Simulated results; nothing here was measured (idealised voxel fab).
process module | voxel gate over fins
cross-section cut | 290 nm wide | cells 5 nm
A cross-section is a grid of square cells, given in bands from the top down. A band is one or more rows of cells.
Each band's line starts with the height of the band's top and of its bottom, in nm. Then come its materials from left to right, each with its width in nm. One material with "throughout" fills the band from edge to edge. "air" is empty space.
Height 0 is the level under which the wafer as received is all one material. The lowest band goes on downwards, as in "0 down".
A width such as "30 to 40" changes by the same amount from each row of cells to the next, from the band's top row to its bottom row.
"no change" after a step means that no cell of the cross-section changed.
closed voids: empty space of 8 cells or more with no open way to the top, each as width x height at its distance from the left edge, in nm
after a step's settings: what the simulator itself notes on the step
overlay nm, on a step with a mask: how far to the right of its planned place the mask lay; to the left if negative
plan
1 op RECEIVE | material Si
2 op CONFORMAL_DEP | material SiN | thk nm 5
3 op MASKED_ETCH | tone cover | mask id FINS | width nm 15 | pitch nm 35 | etch materials SiN | depth nm 5 | overlay nm 0
4 op MASKED_ETCH | tone cover | mask id FINS | width nm 15 | pitch nm 35 | etch materials Si | depth nm 35 | overlay nm 0
5 op FILL_DEP | material SiO2 | thk nm 5
6 op CMP | height nm 5
7 op SELECTIVE_ETCH | etch materials SiO2 | depth nm 15
8 op STRIP | etch materials SiN
9 op CONFORMAL_DEP | material HfO2 | thk nm 5
10 op CONFORMAL_DEP | material TiN | thk nm 5
11 op FILL_DEP | material W | thk nm 15
12 op CMP | height nm 20
13 op CONFORMAL_DEP | material SiCN | thk nm 5
as received, after step 1
  0 down: Si throughout
  closed voids: none
first wafer at the end, as planned
  25 to 20: SiCN throughout
  20 to 10: W throughout
  10 to 5: W 110 | TiN 70 | W 110
  5 to 0: W 110 | TiN 5 | HfO2 25 | TiN 10 | HfO2 25 | TiN 5 | W 110
  0 to -5: TiN 115 | HfO2 5 | Si 15 | HfO2 5 | TiN 10 | HfO2 5 | Si 15 | HfO2 5 | TiN 115
  -5 to -10: HfO2 120 | Si 15 | HfO2 20 | Si 15 | HfO2 120
  -10 to -35: SiO2 120 | Si 15 | SiO2 20 | Si 15 | SiO2 120
  -35 down: Si throughout
  closed voids: none
second wafer at the end: like start, like plan, one mistake
  25 to 20: SiCN throughout
  20 to 5: W throughout
  5 to 0: W 115 | TiN 25 | W 10 | TiN 25 | W 115
  0 to -5: W 115 | TiN 5 | Si 15 | TiN 5 | W 10 | TiN 5 | Si 15 | TiN 5 | W 115
  -5 to -10: TiN 120 | Si 15 | TiN 20 | Si 15 | TiN 120
  -10 to -35: SiO2 120 | Si 15 | SiO2 20 | Si 15 | SiO2 120
  -35 down: Si throughout
  closed voids: none
what went wrong: step 9 was left out
at the end the second wafer has, in cells: 66 fewer of HfO2 | 66 more of W
